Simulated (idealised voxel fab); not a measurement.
A process module follows: voxel gate over fins.
Displayed cross-section: cut, width of 250 nm, square cells sized 5 nm.
Throughout this document, each cross-section is represented as a grid of square cells and is presented as a sequence of bands enumerated from the top downward, where a band comprises one or more rows of cells.
This entry defines a band. It first specifies the height of the band's top and the height of its bottom in nm, and then specifies the band's materials from left to right, stating each material with its width in nm. The word "full width" identifies a single material that fills the band from edge to edge, while the word "empty" identifies empty space.
Measure heights from 0. That's the level where, below it, the as-received wafer is all one material. The lowest band is bottomless and extends downward; write it as in "z 0 and below".
Width spec "30 to 40" -> top row of cells at first value, bottom row at second value, equal per-row change in between.
"nothing different", as given for a step, is the statement that not any cell of the cross-section underwent a change during that step.
"Closed internal cavities" specifies each empty space that is not open to the top and that occupies no fewer than 8 cells, using the form width x height at distance, the distance measured from the left edge and all three quantities in nm.
That trailing text on a step's line, after the settings, is the simulator's own remark on the step.
If you see "overlay nm" on a step's line and that step has a mask, it's telling you how far right of where it was planned the mask ended up; a negative number means it went left instead.

Steps planned for the process
1: RECEIVE: material Si
2: CONFORMAL_DEP: material SiN, thk nm 10
3: PATTERN: tone cover, mask id FINS, material resist, width nm 15, pitch nm 35, thk nm 20, overlay nm 0
4: DIRECTIONAL_ETCH: etch materials SiN, depth nm 10
5: DIRECTIONAL_ETCH: etch materials Si, depth nm 35
6: STRIP: etch materials resist
7: FILL_DEP: material SiO2, thk nm 10
8: CMP: height nm 10
9: SELECTIVE_ETCH: etch materials SiO2, depth nm 25
10: STRIP: etch materials SiN
11: CONFORMAL_DEP: material HfO2, thk nm 5
12: CONFORMAL_DEP: material TiN, thk nm 5
13: CONFORMAL_DEP: material TiAl, thk nm 5
14: CONFORMAL_DEP: material TiN, thk nm 5
15: FILL_DEP: material W, thk nm 10
16: CMP: height nm 25
17: CONFORMAL_DEP: material SiN, thk nm 5

The first of the two wafers, which ran as planned

The cross-section here shows the wafer as received, i.e. in its state after step 1
- z 0 and below: Si full width
- Closed internal cavities: none

After step 2, in cross-section
- z 10 to 0: SiN full width
- Below 0, no change.

After step 3, in cross-section
- z 30 to 10: empty 100  resist 15  empty 20  resist 15  empty 100
- Below 10, no change.

After step 4, in cross-section
- z 30 to 10: empty 100  resist 15  empty 20  resist 15  empty 100
- z 10 to 0: empty 100  SiN 15  empty 20  SiN 15  empty 100
- Below 0, no change.

After step 5, in cross-section
- z 30 to 10: empty 100  resist 15  empty 20  resist 15  empty 100
- z 10 to 0: empty 100  SiN 15  empty 20  SiN 15  empty 100
- z 0 to -35: empty 100  Si 15  empty 20  Si 15  empty 100
- Below -35, no change.

After step 6, in cross-section
- z 10 to 0: empty 100  SiN 15  empty 20  SiN 15  empty 100
- Below 0, no change.

After step 7, in cross-section
- z 20 to 10: SiO2 full width
- z 10 to 0: SiO2 100  SiN 15  SiO2 20  SiN 15  SiO2 100
- z 0 to -35: SiO2 100  Si 15  SiO2 20  Si 15  SiO2 100
- Below -35, no change.

After step 8, in cross-section
- z 10 to 0: SiO2 100  SiN 15  SiO2 20  SiN 15  SiO2 100
- Below 0, no change.

After step 9, in cross-section
- z 10 to 0: empty 100  SiN 15  empty 20  SiN 15  empty 100
- z 0 to -15: empty 100  Si 15  empty 20  Si 15  empty 100
- Below -15, no change.

After step 10, in cross-section
- z 0 to -15: empty 100  Si 15  empty 20  Si 15  empty 100
- Below -15, no change.

After step 11, in cross-section
- z 5 to 0: empty 95  HfO2 25  empty 10  HfO2 25  empty 95
- z 0 to -10: empty 95  HfO2 5  Si 15  HfO2 5  empty 10  HfO2 5  Si 15  HfO2 5  empty 95
- z -10 to -15: HfO2 100  Si 15  HfO2 20  Si 15  HfO2 100
- Below -15, no change.

After step 12, in cross-section
- z 10 to 5: empty 90  TiN 70  empty 90
- z 5 to 0: empty 90  TiN 5  HfO2 25  TiN 10  HfO2 25  TiN 5  empty 90
- z 0 to -5: empty 90  TiN 5  HfO2 5  Si 15  HfO2 5  TiN 10  HfO2 5  Si 15  HfO2 5  TiN 5  empty 90
- z -5 to -10: TiN 95  HfO2 5  Si 15  HfO2 5  TiN 10  HfO2 5  Si 15  HfO2 5  TiN 95
- Below -10, no change.

After step 13, in cross-section
- z 15 to 10: empty 85  TiAl 80  empty 85
- z 10 to 5: empty 85  TiAl 5  TiN 70  TiAl 5  empty 85
- z 5 to 0: empty 85  TiAl 5  TiN 5  HfO2 25  TiN 10  HfO2 25  TiN 5  TiAl 5  empty 85
- z 0 to -5: TiAl 90  TiN 5  HfO2 5  Si 15  HfO2 5  TiN 10  HfO2 5  Si 15  HfO2 5  TiN 5  TiAl 90
- Below -5, no change.

After step 14, in cross-section
- z 20 to 15: empty 80  TiN 90  empty 80
- z 15 to 10: empty 80  TiN 5  TiAl 80  TiN 5  empty 80
- z 10 to 5: empty 80  TiN 5  TiAl 5  TiN 70  TiAl 5  TiN 5  empty 80
- z 5 to 0: TiN 85  TiAl 5  TiN 5  HfO2 25  TiN 10  HfO2 25  TiN 5  TiAl 5  TiN 85
- Below 0, no change.

After step 15, in cross-section
- z 30 to 20: W full width
- z 20 to 15: W 80  TiN 90  W 80
- z 15 to 10: W 80  TiN 5  TiAl 80  TiN 5  W 80
- z 10 to 5: W 80  TiN 5  TiAl 5  TiN 70  TiAl 5  TiN 5  W 80
- Below 5, no change.

After step 16, in cross-section
- z 25 to 20: W full width
- Below 20, no change.

After step 17, in cross-section
- z 30 to 25: SiN full width
- Below 25, no change.

Second wafer - shared start and plan with the first - one error in running - same as the first up to step 2 inclusive

Look at the second wafer in cross-section at the time step 3 ought to have finished
- z 30 to 10: resist 100  empty 15  resist 20  empty 15  resist 100
- Below 10, no change.

Look at the second wafer in cross-section at the time step 4 ought to have finished
- z 30 to 10: resist 100  empty 15  resist 20  empty 15  resist 100
- z 10 to 0: SiN 100  empty 15  SiN 20  empty 15  SiN 100
- Below 0, no change.

Look at the second wafer in cross-section at the time step 5 ought to have finished
- z 30 to 10: resist 100  empty 15  resist 20  empty 15  resist 100
- z 10 to 0: SiN 100  empty 15  SiN 20  empty 15  SiN 100
- z 0 to -35: Si 100  empty 15  Si 20  empty 15  Si 100
- Below -35, no change.

Look at the second wafer in cross-section at the time step 6 ought to have finished
- z 10 to 0: SiN 100  empty 15  SiN 20  empty 15  SiN 100
- Below 0, no change.

Look at the second wafer in cross-section at the time step 7 ought to have finished
- z 20 to 10: SiO2 full width
- z 10 to 0: SiN 100  SiO2 15  SiN 20  SiO2 15  SiN 100
- z 0 to -35: Si 100  SiO2 15  Si 20  SiO2 15  Si 100
- Below -35, no change.

Look at the second wafer in cross-section at the time step 8 ought to have finished
- z 10 to 0: SiN 100  SiO2 15  SiN 20  SiO2 15  SiN 100
- Below 0, no change.

Look at the second wafer in cross-section at the time step 9 ought to have finished
- z 10 to 0: SiN 100  empty 15  SiN 20  empty 15  SiN 100
- z 0 to -15: Si 100  empty 15  Si 20  empty 15  Si 100
- Below -15, no change.

Look at the second wafer in cross-section at the time step 10 ought to have finished
- z 0 to -15: Si 100  empty 15  Si 20  empty 15  Si 100
- Below -15, no change.

Look at the second wafer in cross-section at the time step 11 ought to have finished
- z 5 to 0: HfO2 105  empty 5  HfO2 30  empty 5  HfO2 105
- z 0 to -10: Si 100  HfO2 5  empty 5  HfO2 5  Si 20  HfO2 5  empty 5  HfO2 5  Si 100
- z -10 to -15: Si 100  HfO2 15  Si 20  HfO2 15  Si 100
- Below -15, no change.

Look at the second wafer in cross-section at the time step 12 ought to have finished
- z 10 to 5: TiN full width
- z 5 to 0: HfO2 105  TiN 5  HfO2 30  TiN 5  HfO2 105
- z 0 to -10: Si 100  HfO2 5  TiN 5  HfO2 5  Si 20  HfO2 5  TiN 5  HfO2 5  Si 100
- Below -10, no change.

Look at the second wafer in cross-section at the time step 13 ought to have finished
- z 15 to 10: TiAl full width
- Below 10, no change.

Look at the second wafer in cross-section at the time step 14 ought to have finished
- z 20 to 15: TiN full width
- Below 15, no change.

Look at the second wafer in cross-section at the time step 15 ought to have finished
- z 30 to 20: W full width
- Below 20, no change.

Look at the second wafer in cross-section at the time step 16 ought to have finished
- z 25 to 20: W full width
- Below 20, no change.

Look at the second wafer in cross-section at the time step 17 ought to have finished
- z 30 to 25: SiN full width
- Below 25, no change.
What was done differently from what was planned? step 3 did not happen as planned, as run it was PATTERN: tone open, mask id FINS, material resist, width nm 15, pitch nm 35, thk nm 20, overlay nm 0
Final wafer comparison in cells, second versus first, more or fewer per material: Si: 266 more; SiO2: 152 fewer; TiAl: 6 fewer; TiN: 12 fewer; W: 96 fewer
